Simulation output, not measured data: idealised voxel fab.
You're looking at the process module voxel trench capacitor.
275 nm wide, 5 nm square cells: that's cross-section cut.
This document writes a cross-section as a grid whose cells are square, and gives it as bands, listed from the top down; one or more rows of cells form a band.
Quick guide to a band line: top height, bottom height (nm) up front; then every material left to right with its width in nm. Only one material and it's marked "full width"? Then it fills the band edge to edge. And "empty" just means empty space.
Below 0: as-received wafer, all one material; heights counted from there. Lowest band: no bottom, goes on down, written "0..down".
Per-row width for "30->40": begins at first number (top row of band), ends at second number (bottom row), increment between rows held constant.
Key: "no change" - step with no changed cell in the cross-section.
Any empty space of 8 cells or more lacking an open way to the top shows up in "Enclosed void catalog" as width x height at distance, distance from the left edge, in nm.
after a step's settings: what the simulator itself notes on the step
overlay nm: for a step with a mask, the amount by which the mask lay right of where it was planned; a negative amount means left of it.

Steps in the process plan:
1: RECEIVE [material Si]
2: CONFORMAL_DEP [material SiN] [thk nm 10]
3: MASKED_ETCH [tone open] [mask id TRENCH] [width nm 30] [pitch nm 60] [etch materials SiN] [depth nm 10] [overlay nm 0]
4: MASKED_ETCH [tone open] [mask id TRENCH] [width nm 30] [pitch nm 60] [etch materials Si] [depth nm 25] [overlay nm 0]
5: CONFORMAL_DEP [material Al2O3] [thk nm 5]
6: CONFORMAL_DEP [material TiN] [thk nm 5]
7: FILL_DEP [material W] [thk nm 10]
8: CMP [height nm 10]

The first of the two wafers, which ran as planned:

Delivered wafer in cross-section: state after step 1:
0..down: Si full width
Enclosed void catalog: none

Wafer xsec, post step 2:
10..0: SiN full width
Whatever lies below 0 is exactly as it was before.

Wafer xsec, post step 3:
10..0: 30 of SiN / 30 of empty / 30 of SiN / 30 of empty / 30 of SiN / 30 of empty / 30 of SiN / 30 of empty / 35 of SiN
Whatever lies below 0 is exactly as it was before.

Wafer xsec, post step 4:
10..0: 30 of SiN / 30 of empty / 30 of SiN / 30 of empty / 30 of SiN / 30 of empty / 30 of SiN / 30 of empty / 35 of SiN
0..-25: 30 of Si / 30 of empty / 30 of Si / 30 of empty / 30 of Si / 30 of empty / 30 of Si / 30 of empty / 35 of Si
Whatever lies below -25 is exactly as it was before.

Wafer xsec, post step 5:
15..10: 35 of Al2O3 / 20 of empty / 40 of Al2O3 / 20 of empty / 40 of Al2O3 / 20 of empty / 40 of Al2O3 / 20 of empty / 40 of Al2O3
10..0: 30 of SiN / 5 of Al2O3 / 20 of empty / 5 of Al2O3 / 30 of SiN / 5 of Al2O3 / 20 of empty / 5 of Al2O3 / 30 of SiN / 5 of Al2O3 / 20 of empty / 5 of Al2O3 / 30 of SiN / 5 of Al2O3 / 20 of empty / 5 of Al2O3 / 35 of SiN
0..-20: 30 of Si / 5 of Al2O3 / 20 of empty / 5 of Al2O3 / 30 of Si / 5 of Al2O3 / 20 of empty / 5 of Al2O3 / 30 of Si / 5 of Al2O3 / 20 of empty / 5 of Al2O3 / 30 of Si / 5 of Al2O3 / 20 of empty / 5 of Al2O3 / 35 of Si
-20..-25: 30 of Si / 30 of Al2O3 / 30 of Si / 30 of Al2O3 / 30 of Si / 30 of Al2O3 / 30 of Si / 30 of Al2O3 / 35 of Si
Whatever lies below -25 is exactly as it was before.

Wafer xsec, post step 6:
20..15: 40 of TiN / 10 of empty / 50 of TiN / 10 of empty / 50 of TiN / 10 of empty / 50 of TiN / 10 of empty / 45 of TiN
15..10: 35 of Al2O3 / 5 of TiN / 10 of empty / 5 of TiN / 40 of Al2O3 / 5 of TiN / 10 of empty / 5 of TiN / 40 of Al2O3 / 5 of TiN / 10 of empty / 5 of TiN / 40 of Al2O3 / 5 of TiN / 10 of empty / 5 of TiN / 40 of Al2O3
10..0: 30 of SiN / 5 of Al2O3 / 5 of TiN / 10 of empty / 5 of TiN / 5 of Al2O3 / 30 of SiN / 5 of Al2O3 / 5 of TiN / 10 of empty / 5 of TiN / 5 of Al2O3 / 30 of SiN / 5 of Al2O3 / 5 of TiN / 10 of empty / 5 of TiN / 5 of Al2O3 / 30 of SiN / 5 of Al2O3 / 5 of TiN / 10 of empty / 5 of TiN / 5 of Al2O3 / 35 of SiN
0..-15: 30 of Si / 5 of Al2O3 / 5 of TiN / 10 of empty / 5 of TiN / 5 of Al2O3 / 30 of Si / 5 of Al2O3 / 5 of TiN / 10 of empty / 5 of TiN / 5 of Al2O3 / 30 of Si / 5 of Al2O3 / 5 of TiN / 10 of empty / 5 of TiN / 5 of Al2O3 / 30 of Si / 5 of Al2O3 / 5 of TiN / 10 of empty / 5 of TiN / 5 of Al2O3 / 35 of Si
-15..-20: 30 of Si / 5 of Al2O3 / 20 of TiN / 5 of Al2O3 / 30 of Si / 5 of Al2O3 / 20 of TiN / 5 of Al2O3 / 30 of Si / 5 of Al2O3 / 20 of TiN / 5 of Al2O3 / 30 of Si / 5 of Al2O3 / 20 of TiN / 5 of Al2O3 / 35 of Si
Whatever lies below -20 is exactly as it was before.

Wafer xsec, post step 7:
30..20: W full width
20..15: 40 of TiN / 10 of W / 50 of TiN / 10 of W / 50 of TiN / 10 of W / 50 of TiN / 10 of W / 45 of TiN
15..10: 35 of Al2O3 / 5 of TiN / 10 of W / 5 of TiN / 40 of Al2O3 / 5 of TiN / 10 of W / 5 of TiN / 40 of Al2O3 / 5 of TiN / 10 of W / 5 of TiN / 40 of Al2O3 / 5 of TiN / 10 of W / 5 of TiN / 40 of Al2O3
10..0: 30 of SiN / 5 of Al2O3 / 5 of TiN / 10 of W / 5 of TiN / 5 of Al2O3 / 30 of SiN / 5 of Al2O3 / 5 of TiN / 10 of W / 5 of TiN / 5 of Al2O3 / 30 of SiN / 5 of Al2O3 / 5 of TiN / 10 of W / 5 of TiN / 5 of Al2O3 / 30 of SiN / 5 of Al2O3 / 5 of TiN / 10 of W / 5 of TiN / 5 of Al2O3 / 35 of SiN
0..-15: 30 of Si / 5 of Al2O3 / 5 of TiN / 10 of W / 5 of TiN / 5 of Al2O3 / 30 of Si / 5 of Al2O3 / 5 of TiN / 10 of W / 5 of TiN / 5 of Al2O3 / 30 of Si / 5 of Al2O3 / 5 of TiN / 10 of W / 5 of TiN / 5 of Al2O3 / 30 of Si / 5 of Al2O3 / 5 of TiN / 10 of W / 5 of TiN / 5 of Al2O3 / 35 of Si
Whatever lies below -15 is exactly as it was before.

Wafer xsec, post step 8:
10..0: 30 of SiN / 5 of Al2O3 / 5 of TiN / 10 of W / 5 of TiN / 5 of Al2O3 / 30 of SiN / 5 of Al2O3 / 5 of TiN / 10 of W / 5 of TiN / 5 of Al2O3 / 30 of SiN / 5 of Al2O3 / 5 of TiN / 10 of W / 5 of TiN / 5 of Al2O3 / 30 of SiN / 5 of Al2O3 / 5 of TiN / 10 of W / 5 of TiN / 5 of Al2O3 / 35 of SiN
Whatever lies below 0 is exactly as it was before.

Second wafer, same starting conditions and recipe as the first, one mistake in executing it, nothing differs from the first up to and including step 2:

Second wafer, sectioned view, at step 3's planned end time:
10..0: 35 of SiN / 25 of empty / 35 of SiN / 25 of empty / 35 of SiN / 25 of empty / 35 of SiN / 25 of empty / 35 of SiN
Whatever lies below 0 is exactly as it was before.

Second wafer, sectioned view, at step 4's planned end time:
10..0: 35 of SiN / 25 of empty / 35 of SiN / 25 of empty / 35 of SiN / 25 of empty / 35 of SiN / 25 of empty / 35 of SiN
0..-25: 35 of Si / 25 of empty / 35 of Si / 25 of empty / 35 of Si / 25 of empty / 35 of Si / 25 of empty / 35 of Si
Whatever lies below -25 is exactly as it was before.

Second wafer, sectioned view, at step 5's planned end time:
15..10: 40 of Al2O3 / 15 of empty / 45 of Al2O3 / 15 of empty / 45 of Al2O3 / 15 of empty / 45 of Al2O3 / 15 of empty / 40 of Al2O3
10..0: 35 of SiN / 5 of Al2O3 / 15 of empty / 5 of Al2O3 / 35 of SiN / 5 of Al2O3 / 15 of empty / 5 of Al2O3 / 35 of SiN / 5 of Al2O3 / 15 of empty / 5 of Al2O3 / 35 of SiN / 5 of Al2O3 / 15 of empty / 5 of Al2O3 / 35 of SiN
0..-20: 35 of Si / 5 of Al2O3 / 15 of empty / 5 of Al2O3 / 35 of Si / 5 of Al2O3 / 15 of empty / 5 of Al2O3 / 35 of Si / 5 of Al2O3 / 15 of empty / 5 of Al2O3 / 35 of Si / 5 of Al2O3 / 15 of empty / 5 of Al2O3 / 35 of Si
-20..-25: 35 of Si / 25 of Al2O3 / 35 of Si / 25 of Al2O3 / 35 of Si / 25 of Al2O3 / 35 of Si / 25 of Al2O3 / 35 of Si
Whatever lies below -25 is exactly as it was before.

Second wafer, sectioned view, at step 6's planned end time:
20..15: 45 of TiN / 5 of empty / 55 of TiN / 5 of empty / 55 of TiN / 5 of empty / 55 of TiN / 5 of empty / 45 of TiN
15..10: 40 of Al2O3 / 5 of TiN / 5 of empty / 5 of TiN / 45 of Al2O3 / 5 of TiN / 5 of empty / 5 of TiN / 45 of Al2O3 / 5 of TiN / 5 of empty / 5 of TiN / 45 of Al2O3 / 5 of TiN / 5 of empty / 5 of TiN / 40 of Al2O3
10..0: 35 of SiN / 5 of Al2O3 / 5 of TiN / 5 of empty / 5 of TiN / 5 of Al2O3 / 35 of SiN / 5 of Al2O3 / 5 of TiN / 5 of empty / 5 of TiN / 5 of Al2O3 / 35 of SiN / 5 of Al2O3 / 5 of TiN / 5 of empty / 5 of TiN / 5 of Al2O3 / 35 of SiN / 5 of Al2O3 / 5 of TiN / 5 of empty / 5 of TiN / 5 of Al2O3 / 35 of SiN
0..-15: 35 of Si / 5 of Al2O3 / 5 of TiN / 5 of empty / 5 of TiN / 5 of Al2O3 / 35 of Si / 5 of Al2O3 / 5 of TiN / 5 of empty / 5 of TiN / 5 of Al2O3 / 35 of Si / 5 of Al2O3 / 5 of TiN / 5 of empty / 5 of TiN / 5 of Al2O3 / 35 of Si / 5 of Al2O3 / 5 of TiN / 5 of empty / 5 of TiN / 5 of Al2O3 / 35 of Si
-15..-20: 35 of Si / 5 of Al2O3 / 15 of TiN / 5 of Al2O3 / 35 of Si / 5 of Al2O3 / 15 of TiN / 5 of Al2O3 / 35 of Si / 5 of Al2O3 / 15 of TiN / 5 of Al2O3 / 35 of Si / 5 of Al2O3 / 15 of TiN / 5 of Al2O3 / 35 of Si
Whatever lies below -20 is exactly as it was before.

Second wafer, sectioned view, at step 7's planned end time:
30..20: W full width
20..15: 45 of TiN / 5 of W / 55 of TiN / 5 of W / 55 of TiN / 5 of W / 55 of TiN / 5 of W / 45 of TiN
15..10: 40 of Al2O3 / 5 of TiN / 5 of W / 5 of TiN / 45 of Al2O3 / 5 of TiN / 5 of W / 5 of TiN / 45 of Al2O3 / 5 of TiN / 5 of W / 5 of TiN / 45 of Al2O3 / 5 of TiN / 5 of W / 5 of TiN / 40 of Al2O3
10..0: 35 of SiN / 5 of Al2O3 / 5 of TiN / 5 of W / 5 of TiN / 5 of Al2O3 / 35 of SiN / 5 of Al2O3 / 5 of TiN / 5 of W / 5 of TiN / 5 of Al2O3 / 35 of SiN / 5 of Al2O3 / 5 of TiN / 5 of W / 5 of TiN / 5 of Al2O3 / 35 of SiN / 5 of Al2O3 / 5 of TiN / 5 of W / 5 of TiN / 5 of Al2O3 / 35 of SiN
0..-15: 35 of Si / 5 of Al2O3 / 5 of TiN / 5 of W / 5 of TiN / 5 of Al2O3 / 35 of Si / 5 of Al2O3 / 5 of TiN / 5 of W / 5 of TiN / 5 of Al2O3 / 35 of Si / 5 of Al2O3 / 5 of TiN / 5 of W / 5 of TiN / 5 of Al2O3 / 35 of Si / 5 of Al2O3 / 5 of TiN / 5 of W / 5 of TiN / 5 of Al2O3 / 35 of Si
Whatever lies below -15 is exactly as it was before.

Second wafer, sectioned view, at step 8's planned end time:
10..0: 35 of SiN / 5 of Al2O3 / 5 of TiN / 5 of W / 5 of TiN / 5 of Al2O3 / 35 of SiN / 5 of Al2O3 / 5 of TiN / 5 of W / 5 of TiN / 5 of Al2O3 / 35 of SiN / 5 of Al2O3 / 5 of TiN / 5 of W / 5 of TiN / 5 of Al2O3 / 35 of SiN / 5 of Al2O3 / 5 of TiN / 5 of W / 5 of TiN / 5 of Al2O3 / 35 of SiN
Whatever lies below 0 is exactly as it was before.
It is concluded that the wafer was processed incorrectly with respect to the plan, in that so step 3 ended up running with a different setting than we planned, it ran as MASKED_ETCH [tone open] [mask id TRENCH] [width nm 25] [pitch nm 60] [etch materials SiN] [depth nm 10] [overlay nm 0]
Once processing is complete, comparing cell counts shows that the second wafer has more or fewer of certain materials than the first: -4 Al2O3; +20 Si; +8 SiN; -4 TiN; -20 W
